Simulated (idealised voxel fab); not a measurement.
The process module that follows is named voxel wiring stack.
This is section cut - it's 205 nm across, gridded in 5 nm square cells.
Cross-section layout: square cells on a grid; listed as bands, top to bottom; a band spans one or more cell rows. What a band's entry tells you: where the top is and where the bottom is, as heights in nm, and after that what lies inside, material by material from left to right, each with its width in nm. Empty space is written as the word "air", and a single material marked with the word "full width" occupies the band from edge to edge. Where do heights start? At 0: under that level the wafer as delivered is made of one material only. And the lowest band has no floor; it just carries on downward, as in "from 0 down". A width such as "30->40" changes by the same amount from each row of cells to the next, from the band's top row to its bottom row. Any step labelled "no change occurred" changed none of the cells in the cross-section. Entry "Sealed internal cavities". Content: empty spaces with no open connection to the top, size 8 cells or greater. Each: width x height at distance. Distance: from left edge. Unit: nm. Formally, on a step line, whatever follows the settings is a remark that the simulator itself makes on the step. On any step carrying a mask, the "overlay nm" setting, if present on the step's line, tells how far right of its planned place the mask lay; negative values point to the left.
This section lists the process steps that were planned
step 1: op RECEIVE | material Si
step 2: op CONFORMAL_DEP | material SiO2 | thk nm 15
step 3: op CONFORMAL_DEP | material SiCN | thk nm 5
step 4: op DIRECTIONAL_DEP | material SiO2 | thk nm 25
step 5: op PATTERN | tone open | mask id METAL_1 | material resist | width nm 30 | pitch nm 45 | thk nm 15 | overlay nm 0
step 6: op DIRECTIONAL_ETCH | etch materials SiO2 | depth nm 25
step 7: op DIRECTIONAL_ETCH | etch materials SiCN | depth nm 5
step 8: op STRIP | etch materials resist
step 9: op CONFORMAL_DEP | material TiN | thk nm 5
step 10: op FILL_DEP | material Ru | thk nm 10
step 11: op CMP | height nm 45
step 12: op CONFORMAL_DEP | material SiCN | thk nm 5
step 13: op DIRECTIONAL_DEP | material lowk | thk nm 15
step 14: op DIRECTIONAL_DEP | material aC | thk nm 10
step 15: op PATTERN | tone open | mask id PLUG_1 | material resist | width nm 15 | pitch nm 45 | thk nm 25 | overlay nm 0
step 16: op DIRECTIONAL_ETCH | etch materials aC | depth nm 10
step 17: op STRIP | etch materials resist
step 18: op DIRECTIONAL_ETCH | etch materials lowk | depth nm 15
step 19: op DIRECTIONAL_ETCH | etch materials SiCN | depth nm 5
step 20: op STRIP | etch materials aC
step 21: op EPI | material Ru | thk nm 10
step 22: op EPI | material Ru | thk nm 10
step 23: op DIRECTIONAL_DEP | material TiN | thk nm 5
step 24: op DIRECTIONAL_DEP | material W | thk nm 15
step 25: op DIRECTIONAL_DEP | material aC | thk nm 15
step 26: op PATTERN | tone cover | mask id METAL_2 | material resist | width nm 30 | pitch nm 45 | thk nm 30 | overlay nm 0
step 27: op DIRECTIONAL_ETCH | etch materials aC | depth nm 15
step 28: op STRIP | etch materials resist
step 29: op DIRECTIONAL_ETCH | etch materials W | depth nm 15
step 30: op DIRECTIONAL_ETCH | etch materials TiN | depth nm 5
step 31: op STRIP | etch materials aC
step 32: op FILL_DEP | material SiO2 | thk nm 5
step 33: op CMP | height nm 85
step 34: op CONFORMAL_DEP | material SiCN | thk nm 5
step 35: op DIRECTIONAL_DEP | material lowk | thk nm 30
step 36: op PATTERN | tone open | mask id METAL_3 | material resist | width nm 30 | pitch nm 45 | thk nm 15 | overlay nm 0
step 37: op DIRECTIONAL_ETCH | etch materials lowk | depth nm 15
step 38: op STRIP | etch materials resist
step 39: op MASKED_ETCH | tone open | mask id METAL_3_HOLES | width nm 15 | etch materials lowk | depth nm 15 | overlay nm 0
step 40: op MASKED_ETCH | tone open | mask id METAL_3_HOLES | width nm 15 | etch materials SiCN | depth nm 5 | overlay nm 0
step 41: op CONFORMAL_DEP | material TiN | thk nm 5
step 42: op FILL_DEP | material Cu | thk nm 10
step 43: op CMP | height nm 120
step 44: op CONFORMAL_DEP | material SiCN | thk nm 5
step 45: op DIRECTIONAL_DEP | material lowk | thk nm 30
step 46: op DIRECTIONAL_DEP | material aC | thk nm 10
step 47: op PATTERN | tone open | mask id METAL_4 | material resist | width nm 30 | pitch nm 45 | thk nm 30 | overlay nm 0
step 48: op DIRECTIONAL_ETCH | etch materials aC | depth nm 10
step 49: op STRIP | etch materials resist
step 50: op DIRECTIONAL_ETCH | etch materials lowk | depth nm 15
step 51: op STRIP | etch materials aC
step 52: op DIRECTIONAL_DEP | material aC | thk nm 10
step 53: op PATTERN | tone open | mask id METAL_4_HOLES | material resist | width nm 15 | thk nm 30 | overlay nm 0
step 54: op DIRECTIONAL_ETCH | etch materials aC | depth nm 10
step 55: op STRIP | etch materials resist
step 56: op DIRECTIONAL_ETCH | etch materials lowk | depth nm 15
step 57: op DIRECTIONAL_ETCH | etch materials SiCN | depth nm 5
step 58: op STRIP | etch materials aC
step 59: op CONFORMAL_DEP | material TiN | thk nm 5
step 60: op FILL_DEP | material Cu | thk nm 10
step 61: op CMP | height nm 155
step 62: op CONFORMAL_DEP | material SiCN | thk nm 5
Shown in cross-section is the wafer as received, that is, as it stands after step 1
* from 0 down: Si full width
* Sealed internal cavities: none
Post-module cross-section: identical start and plan to those above, one misstep in execution
* from 160 to 155: SiCN full width
* from 155 to 145: 65 nm lowk, 5 nm TiN, 20 nm Cu, 5 nm TiN, 15 nm lowk, 5 nm TiN, 20 nm Cu, 5 nm TiN, 65 nm lowk
* from 145 to 140: 65 nm lowk, 5 nm TiN, 5 nm Cu, 20 nm TiN, 15 nm lowk, 30 nm TiN, 65 nm lowk
* from 140 to 125: 65 nm lowk, 5 nm TiN, 5 nm Cu, 5 nm TiN, 125 nm lowk
* from 125 to 120: 65 nm SiCN, 15 nm TiN, 125 nm SiCN
* from 120 to 110: 65 nm lowk, 5 nm TiN, 20 nm Cu, 5 nm TiN, 15 nm lowk, 5 nm TiN, 20 nm Cu, 5 nm TiN, 65 nm lowk
* from 110 to 105: 65 nm lowk, 5 nm TiN, 5 nm Cu, 20 nm TiN, 15 nm lowk, 30 nm TiN, 65 nm lowk
* from 105 to 90: 65 nm lowk, 5 nm TiN, 5 nm Cu, 5 nm TiN, 125 nm lowk
* from 90 to 85: 65 nm SiCN, 15 nm TiN, 125 nm SiCN
* from 85 to 70: lowk full width
* from 70 to 65: TiN full width
* from 65 to 50: 65 nm lowk, 15 nm Ru, 30 nm lowk, 15 nm Ru, 80 nm lowk
* from 50 to 45: 65 nm SiCN, 15 nm Ru, 30 nm SiCN, 15 nm Ru, 80 nm SiCN
* from 45 to 20: 65 nm SiO2, 5 nm TiN, 20 nm Ru, 5 nm TiN, 15 nm SiO2, 5 nm TiN, 20 nm Ru, 5 nm TiN, 65 nm SiO2
* from 20 to 15: 65 nm SiCN, 30 nm TiN, 15 nm SiCN, 30 nm TiN, 65 nm SiCN
* from 15 to 0: SiO2 full width
* from 0 down: Si full width
* Sealed internal cavities: none
The mistake made against the process plan was this: step 24 was not run as planned; what actually ran was op DIRECTIONAL_DEP | material lowk | thk nm 15
